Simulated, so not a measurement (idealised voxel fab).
process module | voxel ribs on slabs
cross-section cut | 295 nm wide | cells 5 nm
A cross-section is a grid of square cells, given in bands from the top down. A band is one or more rows of cells.
Each band's line starts with the height of the band's top and of its bottom, in nm. Then come its materials from left to right, each with its width in nm. One material with "throughout" fills the band from edge to edge. "air" is empty space.
Height 0 is the level under which the wafer as received is all one material. The lowest band goes on downwards, as in "0 down".
A width such as "30 to 40" changes by the same amount from each row of cells to the next, from the band's top row to its bottom row.
"no change" after a step means that no cell of the cross-section changed.
closed voids: empty space of 8 cells or more with no open way to the top, each as width x height at its distance from the left edge, in nm
after a step's settings: what the simulator itself notes on the step
overlay nm, on a step with a mask: how far to the right of its planned place the mask lay; to the left if negative
plan
1 op RECEIVE | material Si
2 op DIRECTIONAL_DEP | material SiO2 | thk nm 25
3 op DIRECTIONAL_DEP | material SiN | thk nm 20
4 op MASKED_ETCH | tone cover | mask id RIB | width nm 15 | etch materials SiN | depth nm 10 | overlay nm 0
5 op PATTERN | tone cover | mask id SLAB | material resist | width nm 55 | thk nm 15 | overlay nm 0
6 op DIRECTIONAL_ETCH | etch materials SiN | depth nm 10
7 op STRIP | etch materials resist
8 op FILL_DEP | material SiO2 | thk nm 25
9 op CMP | height nm 60
10 op DIRECTIONAL_DEP | material TiN | thk nm 10
11 op DIRECTIONAL_DEP | material aC | thk nm 15
12 op PATTERN | tone cover | mask id HEATER | material resist | width nm 25 | thk nm 30 | overlay nm 0
13 op DIRECTIONAL_ETCH | etch materials aC | depth nm 15
14 op STRIP | etch materials resist
15 op DIRECTIONAL_ETCH | etch materials TiN | depth nm 10
16 op STRIP | etch materials aC
17 op CONFORMAL_DEP | material SiN | thk nm 10
as received, after step 1
  0 down: Si throughout
  closed voids: none
first wafer at the end, as planned
  80 to 70: air 125 | SiN 45 | air 125
  70 to 60: SiN 135 | TiN 25 | SiN 135
  60 to 45: SiO2 throughout
  45 to 35: SiO2 140 | SiN 15 | SiO2 140
  35 to 25: SiO2 120 | SiN 55 | SiO2 120
  25 to 0: SiO2 throughout
  0 down: Si throughout
  closed voids: none
second wafer at the end: like start, like plan, one mistake
  80 to 70: air 125 | SiN 45 | air 125
  70 to 60: SiN 135 | TiN 25 | SiN 135
  60 to 45: SiO2 throughout
  45 to 35: SiO2 140 | SiN 15 | SiO2 140
  35 to 25: SiO2 120 | SiN 55 | SiO2 120
  25 to 0: SiN throughout
  0 down: Si throughout
  closed voids: none
what went wrong: step 2 ran as: op DIRECTIONAL_DEP | material SiN | thk nm 25
at the end the second wafer has, in cells: 295 more of SiN | 295 fewer of SiO2
